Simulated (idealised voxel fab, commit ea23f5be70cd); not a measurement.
The process module that follows is named voxel transistor to metal.
In the cross-section labelled cut, the width is 160 nm and each square cell is 5 nm.
Reading order for cross-sections: top band down to bottom band. Underlying form: a grid of square cells. Band size: one or more rows of cells. In this notation a band is specified by the heights of its top and bottom, in that order and in nm, after which its materials appear from left to right, each paired with its width in nm. The word "all across" attached to a single material means that material fills the band from edge to edge; the word "blank" stands for empty space. Height is counted from the level 0, under which the received wafer is composed throughout of one material. The lowest of the bands is not closed at the bottom but continues downward, in the notation "from 0 down". The two numbers in a width such as "30..40" mark its ends across the band: the first belongs to the top row of cells, the second to the bottom row, and from each row to the next the width moves by the same amount. "no modification" -> step changed no cross-section cell. The entry titled "Closed empty spaces" provides the empty spaces that have no open way to the top, restricted to those of 8 cells or more. Each is presented as width x height at distance, the distance being measured from the left edge, with all three in nm. Whatever follows a step's settings on its line is a remark the simulator itself makes about that step. Steps that use a mask can have "overlay nm" on their line. It says how far the mask sat to the right of where it was meant to be. Negative means to the left. Reading guide: pairs of cross-sections, before and after one process step; after view cut off at lowest changed band; step and settings listed under each pair. Pairs may stem from different runs of this module on the same starting wafer; continuity with the pair above only where the "Before-step section" entry states it.

Before-step section:
from 65 to 55 = lowk all across
from 55 to 50 = 20 of lowk; 30 of SiCN; 50 of lowk; 30 of SiCN; 30 of lowk
from 50 to 30 = 20 of lowk; 5 of SiCN; 20 of W; 5 of SiCN; 50 of lowk; 5 of SiCN; 20 of W; 5 of SiCN; 30 of lowk
from 30 to 25 = 20 of lowk; 5 of SiCN; 20 of W; 10 of SiCN; 45 of lowk; 5 of SiCN; 20 of W; 10 of SiCN; 25 of lowk
from 25 to 20 = 25 of SiCN; 25 of TiN; 55 of SiCN; 25 of TiN; 30 of SiCN
from 20 to 10 = 30 of SiO2; 5 of TiN; 10 of W; 5 of TiN; 60 of SiO2; 5 of TiN; 10 of W; 5 of TiN; 30 of SiO2
from 10 to 0 = 30 of SiO2; 5..10 of TiN; 10..5 of W; 5 of TiN; 10 of SiN; 5 of HfO2; 5 of TiN; 20 of W; 5 of TiN; 5 of HfO2; 10 of SiN; 5 of TiN; 10..5 of W; 5..10 of TiN; 30 of SiO2
from 0 to -5 = 25 of SiO2; 10 of SiN; 15 of TiN; 10 of SiN; 5 of HfO2; 30 of TiN; 5 of HfO2; 10 of SiN; 15 of TiN; 10 of SiN; 25 of SiO2
from -5 to -10 = 35 of SiO2; 15 of nSi; 10 of SiO2; 40 of HfO2; 10 of SiO2; 15 of nSi; 35 of SiO2
from -10 to -30 = 25 of SiO2; 110 of Si; 25 of SiO2
from -30 down = Si all across
Closed empty spaces: none

Post-Step Appearance:
from 50 to 30 = 20 of lowk; 5 of SiCN; 20 of W; 5 of SiCN; 50 of lowk; 5 of SiCN; 20 of W; 5 of SiCN; 30 of lowk
Under the height 30 nothing was changed.
Closed empty spaces: none
Looking at the two cross-sections above, the step in the middle is CMP | height nm 50

Before-step section: Please consult the pair immediately above; the cross-section it shows after its step is the state before this step.

Post-Step Appearance:
from 55 to 50 = SiCN all across
Under the height 50 nothing was changed.
Closed empty spaces: none
Looking at the two cross-sections above, the step in the middle is CONFORMAL_DEP | material SiCN | thk nm 5

Before-step section:
from 30 to 15 = 60 of blank; 5 of SiO2; 30 of SiCN; 5 of SiO2; 60 of blank
from 15 to 0 = 60 of blank; 5 of SiO2; 30 of polySi; 5 of SiO2; 60 of blank
from 0 to -5 = 25 of SiO2; 35 of blank; 5 of SiO2; 30 of polySi; 5 of SiO2; 35 of blank; 25 of SiO2
from -5 to -10 = SiO2 all across
from -10 to -30 = 25 of SiO2; 110 of Si; 25 of SiO2
from -30 down = Si all across
Closed empty spaces: none

Post-Step Appearance:
from 40 to 30 = 50 of blank; 60 of HfO2; 50 of blank
from 30 to 15 = 50 of blank; 10 of HfO2; 5 of SiO2; 30 of SiCN; 5 of SiO2; 10 of HfO2; 50 of blank
from 15 to 10 = 50 of blank; 10 of HfO2; 5 of SiO2; 30 of polySi; 5 of SiO2; 10 of HfO2; 50 of blank
from 10 to 5 = 35 of HfO2; 15 of blank; 10 of HfO2; 5 of SiO2; 30 of polySi; 5 of SiO2; 10 of HfO2; 15 of blank; 35 of HfO2
from 5 to 0 = 60 of HfO2; 5 of SiO2; 30 of polySi; 5 of SiO2; 60 of HfO2
from 0 to -5 = 25 of SiO2; 35 of HfO2; 5 of SiO2; 30 of polySi; 5 of SiO2; 35 of HfO2; 25 of SiO2
Under the height -5 nothing was changed.
Closed empty spaces: none
Looking at the two cross-sections above, the step in the middle is CONFORMAL_DEP | material HfO2 | thk nm 10

Before-step section: Please consult the pair immediately above; the cross-section it shows after its step is the state before this step.

Post-Step Appearance:
from 45 to 40 = SiO2 all across
from 40 to 30 = 50 of SiO2; 60 of HfO2; 50 of SiO2
from 30 to 15 = 50 of SiO2; 10 of HfO2; 5 of SiO2; 30 of SiCN; 5 of SiO2; 10 of HfO2; 50 of SiO2
from 15 to 10 = 50 of SiO2; 10 of HfO2; 5 of SiO2; 30 of polySi; 5 of SiO2; 10 of HfO2; 50 of SiO2
from 10 to 5 = 35 of HfO2; 15 of SiO2; 10 of HfO2; 5 of SiO2; 30 of polySi; 5 of SiO2; 10 of HfO2; 15 of SiO2; 35 of HfO2
Under the height 5 nothing was changed.
Closed empty spaces: none
Looking at the two cross-sections above, the step in the middle is FILL_DEP | material SiO2 | thk nm 5

Before-step section: Please consult the pair immediately above; the cross-section it shows after its step is the state before this step.

Post-Step Appearance:
from 15 to 10 = 50 of SiO2; 10 of HfO2; 5 of SiO2; 30 of polySi; 5 of SiO2; 10 of HfO2; 50 of SiO2
Under the height 10 nothing was changed.
Closed empty spaces: none
Looking at the two cross-sections above, the step in the middle is CMP | height nm 15

Before-step section: Please consult the pair immediately above; the cross-section it shows after its step is the state before this step.

Post-Step Appearance:
from 15 to 10 = 50 of SiO2; 10 of HfO2; 5 of SiO2; 30 of blank; 5 of SiO2; 10 of HfO2; 50 of SiO2
from 10 to 5 = 35 of HfO2; 15 of SiO2; 10 of HfO2; 5 of SiO2; 30 of blank; 5 of SiO2; 10 of HfO2; 15 of SiO2; 35 of HfO2
from 5 to 0 = 60 of HfO2; 5 of SiO2; 30 of blank; 5 of SiO2; 60 of HfO2
from 0 to -5 = 25 of SiO2; 35 of HfO2; 5 of SiO2; 30 of blank; 5 of SiO2; 35 of HfO2; 25 of SiO2
Under the height -5 nothing was changed.
Closed empty spaces: none
Looking at the two cross-sections above, the step in the middle is STRIP | etch materials polySi

Before-step section: Please consult the pair immediately above; the cross-section it shows after its step is the state before this step.

Post-Step Appearance:
from 15 to 10 = 50 of blank; 10 of HfO2; 40 of blank; 10 of HfO2; 50 of blank
from 10 to 5 = 35 of HfO2; 15 of SiO2; 10 of HfO2; 40 of blank; 10 of HfO2; 15 of SiO2; 35 of HfO2
from 5 to 0 = 60 of HfO2; 40 of blank; 60 of HfO2
from 0 to -5 = 25 of SiO2; 35 of HfO2; 40 of blank; 35 of HfO2; 25 of SiO2
from -5 to -10 = 60 of SiO2; 40 of blank; 60 of SiO2
Under the height -10 nothing was changed.
Closed empty spaces: none
Looking at the two cross-sections above, the step in the middle is SELECTIVE_ETCH | etch materials SiO2 | depth nm 5

Before-step section: Please consult the pair immediately above; the cross-section it shows after its step is the state before this step.

Post-Step Appearance:
from 20 to 15 = 45 of blank; 20 of HfO2; 30 of blank; 20 of HfO2; 45 of blank
from 15 to 10 = 65 of HfO2; 30 of blank; 65 of HfO2
from 10 to 5 = 35 of HfO2; 15 of SiO2; 15 of HfO2; 30 of blank; 15 of HfO2; 15 of SiO2; 35 of HfO2
from 5 to 0 = 65 of HfO2; 30 of blank; 65 of HfO2
from 0 to -5 = 25 of SiO2; 40 of HfO2; 30 of blank; 40 of HfO2; 25 of SiO2
from -5 to -10 = 60 of SiO2; 40 of HfO2; 60 of SiO2
Under the height -10 nothing was changed.
Closed empty spaces: none
Looking at the two cross-sections above, the step in the middle is CONFORMAL_DEP | material HfO2 | thk nm 5

Before-step section: Please consult the pair immediately above; the cross-section it shows after its step is the state before this step.

Post-Step Appearance:
from 25 to 20 = 40 of blank; 30 of TiN; 20 of blank; 30 of TiN; 40 of blank
from 20 to 15 = 45 of TiN; 20 of HfO2; 5 of TiN; 20 of blank; 5 of TiN; 20 of HfO2; 45 of TiN
from 15 to 10 = 65 of HfO2; 5 of TiN; 20 of blank; 5 of TiN; 65 of HfO2
from 10 to 5 = 35 of HfO2; 15 of SiO2; 15 of HfO2; 5 of TiN; 20 of blank; 5 of TiN; 15 of HfO2; 15 of SiO2; 35 of HfO2
from 5 to 0 = 65 of HfO2; 5 of TiN; 20 of blank; 5 of TiN; 65 of HfO2
from 0 to -5 = 25 of SiO2; 40 of HfO2; 30 of TiN; 40 of HfO2; 25 of SiO2
Under the height -5 nothing was changed.
Closed empty spaces: none
Looking at the two cross-sections above, the step in the middle is CONFORMAL_DEP | material TiN | thk nm 5

Before-step section: Please consult the pair immediately above; the cross-section it shows after its step is the state before this step.

Post-Step Appearance:
from 30 to 25 = W all across
from 25 to 20 = 40 of W; 30 of TiN; 20 of W; 30 of TiN; 40 of W
from 20 to 15 = 45 of TiN; 20 of HfO2; 5 of TiN; 20 of W; 5 of TiN; 20 of HfO2; 45 of TiN
from 15 to 10 = 65 of HfO2; 5 of TiN; 20 of W; 5 of TiN; 65 of HfO2
from 10 to 5 = 35 of HfO2; 15 of SiO2; 15 of HfO2; 5 of TiN; 20 of W; 5 of TiN; 15 of HfO2; 15 of SiO2; 35 of HfO2
from 5 to 0 = 65 of HfO2; 5 of TiN; 20 of W; 5 of TiN; 65 of HfO2
Under the height 0 nothing was changed.
Closed empty spaces: none
Looking at the two cross-sections above, the step in the middle is FILL_DEP | material W | thk nm 5

Before-step section: Please consult the pair immediately above; the cross-section it shows after its step is the state before this step.

Post-Step Appearance:
from 10 to 5 = 35 of HfO2; 15 of SiO2; 15 of HfO2; 5 of TiN; 20 of W; 5 of TiN; 15 of HfO2; 15 of SiO2; 35 of HfO2
Under the height 5 nothing was changed.
Closed empty spaces: none
Looking at the two cross-sections above, the step in the middle is CMP | height nm 10

Before-step section: Please consult the pair immediately above; the cross-section it shows after its step is the state before this step.

Post-Step Appearance:
from 20 to 10 = SiO2 all across
Under the height 10 nothing was changed.
Closed empty spaces: none
Looking at the two cross-sections above, the step in the middle is DIRECTIONAL_DEP | material SiO2 | thk nm 10

Before-step section: Please consult the pair immediately above; the cross-section it shows after its step is the state before this step.

Post-Step Appearance:
from 20 to 10 = 30 of SiO2; 20 of blank; 60 of SiO2; 20 of blank; 30 of SiO2
from 10 to 5 = 35 of HfO2; 15 of blank; 15 of HfO2; 5 of TiN; 20 of W; 5 of TiN; 15 of HfO2; 15 of blank; 35 of HfO2
Under the height 5 nothing was changed.
Closed empty spaces: none
Looking at the two cross-sections above, the step in the middle is MASKED_ETCH | tone open | mask id CONTACT | width nm 20 | pitch nm 80 | etch materials SiO2 | depth nm 25 | overlay nm 0

Before-step section: Please consult the pair immediately above; the cross-section it shows after its step is the state before this step.

Post-Step Appearance:
from 25 to 20 = 35 of TiN; 10 of blank; 70 of TiN; 10 of blank; 35 of TiN
from 20 to 10 = 30 of SiO2; 5..10 of TiN; 10..5 of blank; 5 of TiN; 60 of SiO2; 5 of TiN; 10..5 of blank; 5..10 of TiN; 30 of SiO2
from 10 to 5 = 35 of HfO2; 15 of TiN; 15 of HfO2; 5 of TiN; 20 of W; 5 of TiN; 15 of HfO2; 15 of TiN; 35 of HfO2
Under the height 5 nothing was changed.
Closed empty spaces: none
Looking at the two cross-sections above, the step in the middle is CONFORMAL_DEP | material TiN | thk nm 5

Before-step section: Please consult the pair immediately above; the cross-section it shows after its step is the state before this step.

Post-Step Appearance:
from 35 to 25 = W all across
from 25 to 20 = 35 of TiN; 10 of W; 70 of TiN; 10 of W; 35 of TiN
from 20 to 10 = 30 of SiO2; 5..10 of TiN; 10..5 of W; 5 of TiN; 60 of SiO2; 5 of TiN; 10..5 of W; 5..10 of TiN; 30 of SiO2
Under the height 10 nothing was changed.
Closed empty spaces: none
Looking at the two cross-sections above, the step in the middle is FILL_DEP | material W | thk nm 10

Before-step section: Please consult the pair immediately above; the cross-section it shows after its step is the state before this step.

Post-Step Appearance:
from 20 to 10 = 30 of SiO2; 5..10 of TiN; 10..5 of W; 5 of TiN; 60 of SiO2; 5 of TiN; 10..5 of W; 5..10 of TiN; 30 of SiO2
Under the height 10 nothing was changed.
Closed empty spaces: none
Looking at the two cross-sections above, the step in the middle is CMP | height nm 20

Before-step section: Please consult the pair immediately above; the cross-section it shows after its step is the state before this step.

Post-Step Appearance:
from 25 to 20 = TiN all across
Under the height 20 nothing was changed.
Closed empty spaces: none
Looking at the two cross-sections above, the step in the middle is DIRECTIONAL_DEP | material TiN | thk nm 5

Before-step section: Please consult the pair immediately above; the cross-section it shows after its step is the state before this step.

Post-Step Appearance:
from 50 to 25 = W all across
Under the height 25 nothing was changed.
Closed empty spaces: none
Looking at the two cross-sections above, the step in the middle is DIRECTIONAL_DEP | material W | thk nm 25

Before-step section: Please consult the pair immediately above; the cross-section it shows after its step is the state before this step.

Post-Step Appearance:
from 50 to 25 = 30 of blank; 20 of W; 60 of blank; 20 of W; 30 of blank
Under the height 25 nothing was changed.
Closed empty spaces: none
Looking at the two cross-sections above, the step in the middle is MASKED_ETCH | tone cover | mask id METAL_1 | width nm 20 | pitch nm 80 | etch materials W | depth nm 25 | overlay nm 0

Before-step section: Please consult the pair immediately above; the cross-section it shows after its step is the state before this step.

Post-Step Appearance:
from 50 to 25 = 30 of blank; 20 of W; 60 of blank; 20 of W; 30 of blank
from 25 to 20 = 30 of blank; 20 of TiN; 60 of blank; 20 of TiN; 30 of blank
Under the height 20 nothing was changed.
Closed empty spaces: none
Looking at the two cross-sections above, the step in the middle is MASKED_ETCH | tone cover | mask id METAL_1 | width nm 20 | pitch nm 80 | etch materials TiN | depth nm 5 | overlay nm 0

Before-step section: Please consult the pair immediately above; the cross-section it shows after its step is the state before this step.

Post-Step Appearance:
from 55 to 50 = 25 of blank; 30 of SiCN; 50 of blank; 30 of SiCN; 25 of blank
from 50 to 25 = 25 of blank; 5 of SiCN; 20 of W; 5 of SiCN; 50 of blank; 5 of SiCN; 20 of W; 5 of SiCN; 25 of blank
from 25 to 20 = 30 of SiCN; 20 of TiN; 60 of SiCN; 20 of TiN; 30 of SiCN
Under the height 20 nothing was changed.
Closed empty spaces: none
Looking at the two cross-sections above, the step in the middle is CONFORMAL_DEP | material SiCN | thk nm 5

Before-step section: Please consult the pair immediately above; the cross-section it shows after its step is the state before this step.

Post-Step Appearance:
from 65 to 55 = lowk all across
from 55 to 50 = 25 of lowk; 30 of SiCN; 50 of lowk; 30 of SiCN; 25 of lowk
from 50 to 25 = 25 of lowk; 5 of SiCN; 20 of W; 5 of SiCN; 50 of lowk; 5 of SiCN; 20 of W; 5 of SiCN; 25 of lowk
Under the height 25 nothing was changed.
Closed empty spaces: none
Looking at the two cross-sections above, the step in the middle is FILL_DEP | material lowk | thk nm 10

Before-step section: Please consult the pair immediately above; the cross-section it shows after its step is the state before this step.

Post-Step Appearance:
from 50 to 25 = 25 of lowk; 5 of SiCN; 20 of W; 5 of SiCN; 50 of lowk; 5 of SiCN; 20 of W; 5 of SiCN; 25 of lowk
Under the height 25 nothing was changed.
Closed empty spaces: none
Looking at the two cross-sections above, the step in the middle is CMP | height nm 50

Before-step section: Please consult the pair immediately above; the cross-section it shows after its step is the state before this step.

Post-Step Appearance:
from 55 to 50 = SiCN all across
Under the height 50 nothing was changed.
Closed empty spaces: none
Looking at the two cross-sections above, the step in the middle is CONFORMAL_DEP | material SiCN | thk nm 5

Before-step section:
from 35 to 30 = 20 of SiCN; 120 of blank; 20 of SiCN
from 30 to 20 = SiCN all across
from 20 to 15 = 20 of polySi; 120 of SiCN; 20 of polySi
from 15 to 0 = polySi all across
from 0 to -5 = 20 of SiO2; 120 of polySi; 20 of SiO2
from -5 to -10 = SiO2 all across
from -10 to -30 = 25 of SiO2; 110 of Si; 25 of SiO2
from -30 down = Si all across
Closed empty spaces: none

Post-Step Appearance:
from 50 to 35 = 65 of resist; 30 of blank; 65 of resist
from 35 to 30 = 20 of SiCN; 45 of resist; 30 of blank; 45 of resist; 20 of SiCN
Under the height 30 nothing was changed.
Closed empty spaces: none
Looking at the two cross-sections above, the step in the middle is PATTERN | tone open | mask id GATE | material resist | width nm 30 | thk nm 15 | overlay nm 0

Before-step section: Please consult the pair immediately above; the cross-section it shows after its step is the state before this step.

Post-Step Appearance:
from 50 to 35 = 65 of resist; 30 of blank; 65 of resist
from 35 to 30 = 20 of SiCN; 45 of resist; 30 of blank; 45 of resist; 20 of SiCN
from 30 to 20 = 65 of SiCN; 30 of blank; 65 of SiCN
from 20 to 15 = 20 of polySi; 45 of SiCN; 30 of blank; 45 of SiCN; 20 of polySi
Under the height 15 nothing was changed.
Closed empty spaces: none
Looking at the two cross-sections above, the step in the middle is DIRECTIONAL_ETCH | etch materials SiCN | depth nm 25

Before-step section: Please consult the pair immediately above; the cross-section it shows after its step is the state before this step.

Post-Step Appearance:
from 50 to 35 = 65 of resist; 30 of blank; 65 of resist
from 35 to 30 = 20 of SiCN; 45 of resist; 30 of blank; 45 of resist; 20 of SiCN
from 30 to 20 = 65 of SiCN; 30 of blank; 65 of SiCN
from 20 to 15 = 20 of polySi; 45 of SiCN; 30 of blank; 45 of SiCN; 20 of polySi
from 15 to 0 = 65 of polySi; 30 of blank; 65 of polySi
from 0 to -5 = 20 of SiO2; 45 of polySi; 30 of blank; 45 of polySi; 20 of SiO2
Under the height -5 nothing was changed.
Closed empty spaces: none
Looking at the two cross-sections above, the step in the middle is DIRECTIONAL_ETCH | etch materials polySi | depth nm 30

Before-step section: Please consult the pair immediately above; the cross-section it shows after its step is the state before this step.

Post-Step Appearance:
from 35 to 30 = 20 of SiCN; 120 of blank; 20 of SiCN
Under the height 30 nothing was changed.
Closed empty spaces: none
Looking at the two cross-sections above, the step in the middle is STRIP | etch materials resist

Before-step section: Please consult the pair immediately above; the cross-section it shows after its step is the state before this step.

Post-Step Appearance:
from 40 to 35 = 25 of SiO2; 110 of blank; 25 of SiO2
from 35 to 30 = 20 of SiCN; 50 of SiO2; 20 of blank; 50 of SiO2; 20 of SiCN
from 30 to 20 = 65 of SiCN; 5 of SiO2; 20 of blank; 5 of SiO2; 65 of SiCN
from 20 to 15 = 20 of polySi; 45 of SiCN; 5 of SiO2; 20 of blank; 5 of SiO2; 45 of SiCN; 20 of polySi
from 15 to 0 = 65 of polySi; 5 of SiO2; 20 of blank; 5 of SiO2; 65 of polySi
from 0 to -5 = 20 of SiO2; 45 of polySi; 30 of SiO2; 45 of polySi; 20 of SiO2
Under the height -5 nothing was changed.
Closed empty spaces: none
Looking at the two cross-sections above, the step in the middle is CONFORMAL_DEP | material SiO2 | thk nm 5

Before-step section: Please consult the pair immediately above; the cross-section it shows after its step is the state before this step.

Post-Step Appearance:
from 35 to 30 = 20 of SiCN; 5 of SiO2; 110 of blank; 5 of SiO2; 20 of SiCN
from 30 to 20 = 65 of SiCN; 5 of SiO2; 20 of blank; 5 of SiO2; 65 of SiCN
from 20 to 15 = 20 of polySi; 45 of SiCN; 5 of SiO2; 20 of blank; 5 of SiO2; 45 of SiCN; 20 of polySi
from 15 to 0 = 65 of polySi; 5 of SiO2; 20 of blank; 5 of SiO2; 65 of polySi
from 0 to -5 = 20 of SiO2; 45 of polySi; 5 of SiO2; 20 of blank; 5 of SiO2; 45 of polySi; 20 of SiO2
Under the height -5 nothing was changed.
Closed empty spaces: none
Looking at the two cross-sections above, the step in the middle is DIRECTIONAL_ETCH | etch materials SiO2 | depth nm 5

Before-step section: Please consult the pair immediately above; the cross-section it shows after its step is the state before this step.

Post-Step Appearance:
from 45 to 40 = 35 of SiN; 90 of blank; 35 of SiN
from 40 to 35 = SiN all across
from 35 to 30 = 20 of SiCN; 5 of SiO2; 110 of SiN; 5 of SiO2; 20 of SiCN
from 30 to 20 = 65 of SiCN; 5 of SiO2; 20 of SiN; 5 of SiO2; 65 of SiCN
from 20 to 15 = 20 of polySi; 45 of SiCN; 5 of SiO2; 20 of SiN; 5 of SiO2; 45 of SiCN; 20 of polySi
from 15 to 0 = 65 of polySi; 5 of SiO2; 20 of SiN; 5 of SiO2; 65 of polySi
from 0 to -5 = 20 of SiO2; 45 of polySi; 5 of SiO2; 20 of SiN; 5 of SiO2; 45 of polySi; 20 of SiO2
Under the height -5 nothing was changed.
Closed empty spaces: none
Looking at the two cross-sections above, the step in the middle is CONFORMAL_DEP | material SiN | thk nm 10

Before-step section: Please consult the pair immediately above; the cross-section it shows after its step is the state before this step.

Post-Step Appearance:
from 35 to 30 = 20 of SiCN; 5 of SiO2; 10 of SiN; 90 of blank; 10 of SiN; 5 of SiO2; 20 of SiCN
Under the height 30 nothing was changed.
Closed empty spaces: none
Looking at the two cross-sections above, the step in the middle is DIRECTIONAL_ETCH | etch materials SiN | depth nm 10

Before-step section: Please consult the pair immediately above; the cross-section it shows after its step is the state before this step.

Post-Step Appearance:
from 35 to 30 = 20 of SiCN; 5 of blank; 10 of SiN; 90 of blank; 10 of SiN; 5 of blank; 20 of SiCN
from 30 to 25 = 65 of SiCN; 5 of blank; 20 of SiN; 5 of blank; 65 of SiCN
Under the height 25 nothing was changed.
Closed empty spaces: none
Looking at the two cross-sections above, the step in the middle is DIRECTIONAL_ETCH | etch materials SiO2 | depth nm 5

Before-step section: Please consult the pair immediately above; the cross-section it shows after its step is the state before this step.

Post-Step Appearance:
from 40 to 35 = SiO2 all across
from 35 to 30 = 20 of SiCN; 5 of SiO2; 10 of SiN; 90 of SiO2; 10 of SiN; 5 of SiO2; 20 of SiCN
from 30 to 20 = 65 of SiCN; 5 of SiO2; 20 of SiN; 5 of SiO2; 65 of SiCN
Under the height 20 nothing was changed.
Closed empty spaces: none
Looking at the two cross-sections above, the step in the middle is FILL_DEP | material SiO2 | thk nm 5

Before-step section: Please consult the pair immediately above; the cross-section it shows after its step is the state before this step.

Post-Step Appearance:
from 15 to 0 = 65 of polySi; 5 of SiO2; 20 of SiN; 5 of SiO2; 65 of polySi
Under the height 0 nothing was changed.
Closed empty spaces: none
Looking at the two cross-sections above, the step in the middle is CMP | height nm 15

Before-step section: Please consult the pair immediately above; the cross-section it shows after its step is the state before this step.

Post-Step Appearance:
from 15 to 0 = 65 of blank; 5 of SiO2; 20 of SiN; 5 of SiO2; 65 of blank
from 0 to -5 = 20 of SiO2; 45 of blank; 5 of SiO2; 20 of SiN; 5 of SiO2; 45 of blank; 20 of SiO2
Under the height -5 nothing was changed.
Closed empty spaces: none
Looking at the two cross-sections above, the step in the middle is STRIP | etch materials polySi

Before-step section: Please consult the pair immediately above; the cross-section it shows after its step is the state before this step.

Post-Step Appearance:
from 15 to -5 = 70 of blank; 20 of SiN; 70 of blank
from -5 to -10 = 15 of SiO2; 55 of blank; 20 of SiO2; 55 of blank; 15 of SiO2
Under the height -10 nothing was changed.
Closed empty spaces: none
Looking at the two cross-sections above, the step in the middle is SELECTIVE_ETCH | etch materials SiO2 | depth nm 5

Before-step section: Please consult the pair immediately above; the cross-section it shows after its step is the state before this step.

Post-Step Appearance:
from 20 to 15 = 65 of blank; 30 of HfO2; 65 of blank
from 15 to 0 = 65 of blank; 5 of HfO2; 20 of SiN; 5 of HfO2; 65 of blank
from 0 to -5 = 20 of HfO2; 45 of blank; 5 of HfO2; 20 of SiN; 5 of HfO2; 45 of blank; 20 of HfO2
from -5 to -10 = 15 of SiO2; 55 of HfO2; 20 of SiO2; 55 of HfO2; 15 of SiO2
Under the height -10 nothing was changed.
Closed empty spaces: none
Looking at the two cross-sections above, the step in the middle is CONFORMAL_DEP | material HfO2 | thk nm 5

Before-step section: Please consult the pair immediately above; the cross-section it shows after its step is the state before this step.

Post-Step Appearance:
from 25 to 20 = 60 of blank; 40 of TiN; 60 of blank
from 20 to 15 = 60 of blank; 5 of TiN; 30 of HfO2; 5 of TiN; 60 of blank
from 15 to 5 = 60 of blank; 5 of TiN; 5 of HfO2; 20 of SiN; 5 of HfO2; 5 of TiN; 60 of blank
from 5 to 0 = 25 of TiN; 35 of blank; 5 of TiN; 5 of HfO2; 20 of SiN; 5 of HfO2; 5 of TiN; 35 of blank; 25 of TiN
from 0 to -5 = 20 of HfO2; 45 of TiN; 5 of HfO2; 20 of SiN; 5 of HfO2; 45 of TiN; 20 of HfO2
Under the height -5 nothing was changed.
Closed empty spaces: none
Looking at the two cross-sections above, the step in the middle is CONFORMAL_DEP | material TiN | thk nm 5

Before-step section: Please consult the pair immediately above; the cross-section it shows after its step is the state before this step.

Post-Step Appearance:
from 30 to 25 = W all across
from 25 to 20 = 60 of W; 40 of TiN; 60 of W
from 20 to 15 = 60 of W; 5 of TiN; 30 of HfO2; 5 of TiN; 60 of W
from 15 to 5 = 60 of W; 5 of TiN; 5 of HfO2; 20 of SiN; 5 of HfO2; 5 of TiN; 60 of W
from 5 to 0 = 25 of TiN; 35 of W; 5 of TiN; 5 of HfO2; 20 of SiN; 5 of HfO2; 5 of TiN; 35 of W; 25 of TiN
Under the height 0 nothing was changed.
Closed empty spaces: none
Looking at the two cross-sections above, the step in the middle is FILL_DEP | material W | thk nm 5

Before-step section: Please consult the pair immediately above; the cross-section it shows after its step is the state before this step.

Post-Step Appearance:
from 10 to 5 = 60 of W; 5 of TiN; 5 of HfO2; 20 of SiN; 5 of HfO2; 5 of TiN; 60 of W
Under the height 5 nothing was changed.
Closed empty spaces: none
Looking at the two cross-sections above, the step in the middle is CMP | height nm 10

Before-step section: Please consult the pair immediately above; the cross-section it shows after its step is the state before this step.

Post-Step Appearance:
from 20 to 10 = SiO2 all across
Under the height 10 nothing was changed.
Closed empty spaces: none
Looking at the two cross-sections above, the step in the middle is DIRECTIONAL_DEP | material SiO2 | thk nm 10

Before-step section: Please consult the pair immediately above; the cross-section it shows after its step is the state before this step.

Post-Step Appearance:
from 20 to 10 = 30 of SiO2; 20 of blank; 60 of SiO2; 20 of blank; 30 of SiO2
Under the height 10 nothing was changed.
Closed empty spaces: none
Looking at the two cross-sections above, the step in the middle is MASKED_ETCH | tone open | mask id CONTACT | width nm 20 | pitch nm 80 | etch materials SiO2 | depth nm 25 | overlay nm 0

Before-step section: Please consult the pair immediately above; the cross-section it shows after its step is the state before this step.

Post-Step Appearance:
from 25 to 20 = 35 of TiN; 10 of blank; 70 of TiN; 10 of blank; 35 of TiN
from 20 to 15 = 30 of SiO2; 5 of TiN; 10 of blank; 5 of TiN; 60 of SiO2; 5 of TiN; 10 of blank; 5 of TiN; 30 of SiO2
from 15 to 10 = 30 of SiO2; 20 of TiN; 60 of SiO2; 20 of TiN; 30 of SiO2
Under the height 10 nothing was changed.
Closed empty spaces: none
Looking at the two cross-sections above, the step in the middle is CONFORMAL_DEP | material TiN | thk nm 5

Before-step section: Please consult the pair immediately above; the cross-section it shows after its step is the state before this step.

Post-Step Appearance:
from 35 to 25 = W all across
from 25 to 20 = 35 of TiN; 10 of W; 70 of TiN; 10 of W; 35 of TiN
from 20 to 15 = 30 of SiO2; 5 of TiN; 10 of W; 5 of TiN; 60 of SiO2; 5 of TiN; 10 of W; 5 of TiN; 30 of SiO2
Under the height 15 nothing was changed.
Closed empty spaces: none
Looking at the two cross-sections above, the step in the middle is FILL_DEP | material W | thk nm 10

Before-step section: Please consult the pair immediately above; the cross-section it shows after its step is the state before this step.

Post-Step Appearance:
from 20 to 15 = 30 of SiO2; 5 of TiN; 10 of W; 5 of TiN; 60 of SiO2; 5 of TiN; 10 of W; 5 of TiN; 30 of SiO2
Under the height 15 nothing was changed.
Closed empty spaces: none
Looking at the two cross-sections above, the step in the middle is CMP | height nm 20

Before-step section: Please consult the pair immediately above; the cross-section it shows after its step is the state before this step.

Post-Step Appearance:
from 25 to 20 = TiN all across
Under the height 20 nothing was changed.
Closed empty spaces: none
Looking at the two cross-sections above, the step in the middle is DIRECTIONAL_DEP | material TiN | thk nm 5

Before-step section: Please consult the pair immediately above; the cross-section it shows after its step is the state before this step.

Post-Step Appearance:
from 50 to 25 = W all across
Under the height 25 nothing was changed.
Closed empty spaces: none
Looking at the two cross-sections above, the step in the middle is DIRECTIONAL_DEP | material W | thk nm 25

Before-step section: Please consult the pair immediately above; the cross-section it shows after its step is the state before this step.

Post-Step Appearance:
from 50 to 25 = 30 of blank; 20 of W; 60 of blank; 20 of W; 30 of blank
Under the height 25 nothing was changed.
Closed empty spaces: none
Looking at the two cross-sections above, the step in the middle is MASKED_ETCH | tone cover | mask id METAL_1 | width nm 20 | pitch nm 80 | etch materials W | depth nm 25 | overlay nm 0

Before-step section: Please consult the pair immediately above; the cross-section it shows after its step is the state before this step.

Post-Step Appearance:
from 50 to 25 = 30 of blank; 20 of W; 60 of blank; 20 of W; 30 of blank
from 25 to 20 = 30 of blank; 20 of TiN; 60 of blank; 20 of TiN; 30 of blank
Under the height 20 nothing was changed.
Closed empty spaces: none
Looking at the two cross-sections above, the step in the middle is MASKED_ETCH | tone cover | mask id METAL_1 | width nm 20 | pitch nm 80 | etch materials TiN | depth nm 5 | overlay nm 0

Before-step section: Please consult the pair immediately above; the cross-section it shows after its step is the state before this step.

Post-Step Appearance:
from 55 to 50 = 25 of blank; 30 of SiCN; 50 of blank; 30 of SiCN; 25 of blank
from 50 to 25 = 25 of blank; 5 of SiCN; 20 of W; 5 of SiCN; 50 of blank; 5 of SiCN; 20 of W; 5 of SiCN; 25 of blank
from 25 to 20 = 30 of SiCN; 20 of TiN; 60 of SiCN; 20 of TiN; 30 of SiCN
Under the height 20 nothing was changed.
Closed empty spaces: none
Looking at the two cross-sections above, the step in the middle is CONFORMAL_DEP | material SiCN | thk nm 5
